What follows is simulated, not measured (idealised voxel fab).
Process module in this document: voxel double patterning
Cross-sectional view cut (width: 265 nm; square cell size: 5 nm).
We lay out every cross-section as a grid of square cells and spell it out in bands from the top down, where one band means one or more rows of cells. Top height, bottom height, nm. Materials left to right, width each, nm. Single material + "throughout" = fills band edge to edge. "air" = empty. Measure heights from 0. That's the level where, below it, the as-received wafer is all one material. The lowest band is bottomless and extends downward; write it as in "0 down". The notation "30->40" denotes a width that varies across the rows of cells in the band, beginning at the first number in the top row, finishing at the second number in the bottom row, and changing by an identical amount from each row to the next. A step reported as "no modification" is a step in which no cell of the cross-section changed. "Unvented cavities" means: voids of 8 cells or more that are shut off from the top with no open way through. Written width x height at distance, distance from the left edge, in nm. Text after the settings on a step's line: the simulator's own remark on that step. "overlay nm" on a masked step: distance the mask lay right of its planned place, negative for left.

The planned process steps are enumerated hereunder
step 1: RECEIVE | material Si
step 2: CONFORMAL_DEP | material SiO2 | thk nm 5
step 3: DIRECTIONAL_DEP | material W | thk nm 15
step 4: DIRECTIONAL_DEP | material SiCN | thk nm 10
step 5: PATTERN | tone open | mask id FIRST | material resist | width nm 15 | pitch nm 50 | thk nm 20 | overlay nm 0
step 6: DIRECTIONAL_ETCH | etch materials SiCN | depth nm 10
step 7: STRIP | etch materials resist
step 8: MASKED_ETCH | tone open | mask id SECOND | width nm 15 | pitch nm 50 | etch materials SiCN | depth nm 10 | overlay nm 0
step 9: DIRECTIONAL_ETCH | etch materials W | depth nm 15
step 10: STRIP | etch materials SiCN

Cross-section of the wafer as it came to us, i.e., already through step 1
> 0 down  Si throughout
> Unvented cavities: none

Cross-sectional result after module completion. Note: starting condition and plan are unchanged from above; one processing mistake was made
> 15 to 0  75 W / 15 air / 10 W / 15 air / 10 W / 15 air / 10 W / 15 air / 10 W / 15 air / 75 W
> 0 down  Si throughout
> Unvented cavities: none
Nonconformance to the process plan: the run left out plan step 2 entirely, so it was never executed
